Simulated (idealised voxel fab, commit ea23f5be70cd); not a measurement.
The following is a process module called voxel ribs on slabs.
For reference, the cross-section in this document is cut, with width 195 nm and square cells of 5 nm.
The cross-sections in this document take the form of a grid made of square cells. They are written out as bands, in order from top to bottom. Each band consists of one or more rows of cells. Band: top height; bottom height; in nm. Then, left to right: material with width in nm, for each material. "all across": a single material spanning edge to edge. "blank": empty space. Where do heights start? At 0: under that level the wafer as delivered is made of one material only. And the lowest band has no floor; it just carries on downward, as in "top 0, no bottom". A width such as "30->40" changes by the same amount from each row of cells to the next, from the band's top row to its bottom row. Take "stayed the same" at face value: in the step it is given for, the cross-section changed in none of its cells. "Catalogued sealed voids" - sealed voids, min. 8 cells, no opening to top; format: width x height at distance (distance from left edge; nm throughout). Whatever follows a step's settings on its line is a remark the simulator itself makes about that step. You can add "overlay nm" to a step's line. For a step with a mask, it describes how far the mask lay to the right of its planned position, and a negative number describes a lay to the left.
[Process steps - plan]
1. op RECEIVE | material Si
2. op DIRECTIONAL_DEP | material SiO2 | thk nm 25
3. op DIRECTIONAL_DEP | material polySi | thk nm 15
4. op DIRECTIONAL_DEP | material aC | thk nm 15
5. op PATTERN | tone cover | mask id RIB | material resist | width nm 15 | thk nm 35 | overlay nm 0
6. op DIRECTIONAL_ETCH | etch materials aC | depth nm 15
7. op STRIP | etch materials resist
8. op DIRECTIONAL_ETCH | etch materials polySi | depth nm 10
9. op STRIP | etch materials aC
10. op MASKED_ETCH | tone cover | mask id SLAB | width nm 45 | etch materials polySi | depth nm 5 | overlay nm 0
11. op FILL_DEP | material SiO2 | thk nm 20
12. op CMP | height nm 50
13. op DIRECTIONAL_DEP | material W | thk nm 5
14. op PATTERN | tone cover | mask id HEATER | material resist | width nm 25 | thk nm 15 | overlay nm 0
15. op DIRECTIONAL_ETCH | etch materials W | depth nm 5
16. op STRIP | etch materials resist
17. op CONFORMAL_DEP | material SiN | thk nm 5
[Wafer cross-section on receipt, i.e. after step 1]
	top 0, no bottom  Si all across
	Catalogued sealed voids: none
[First of two wafers at the end of the module, shown in cross-section; run carried out as planned]
	top 60, bottom 55  blank 80; SiN 35; blank 80
	top 55, bottom 50  SiN 85; W 25; SiN 85
	top 50, bottom 40  SiO2 all across
	top 40, bottom 30  SiO2 90; polySi 15; SiO2 90
	top 30, bottom 25  SiO2 75; polySi 45; SiO2 75
	top 25, bottom 0  SiO2 all across
	top 0, no bottom  Si all across
	Catalogued sealed voids: none
[Second wafer cross-section at end of module - shared start and plan with the first, one mistake in the run]
	top 60, bottom 55  blank 80; SiN 35; blank 80
	top 55, bottom 50  SiN 85; W 25; SiN 85
	top 50, bottom 40  SiO2 all across
	top 40, bottom 35  SiO2 75; polySi 15; SiO2 15; polySi 15; SiO2 75
	top 35, bottom 30  polySi 90; SiO2 15; polySi 90
	top 30, bottom 25  polySi all across
	top 25, bottom 0  SiO2 all across
	top 0, no bottom  Si all across
	Catalogued sealed voids: none
Which mistake was made when the wafer was run? step 5 was not run as planned; what actually ran was op PATTERN | tone open | mask id RIB | material resist | width nm 15 | thk nm 35 | overlay nm 0
Final wafer comparison in cells, second versus first, more or fewer per material: SiO2: 66 fewer, polySi: 66 more
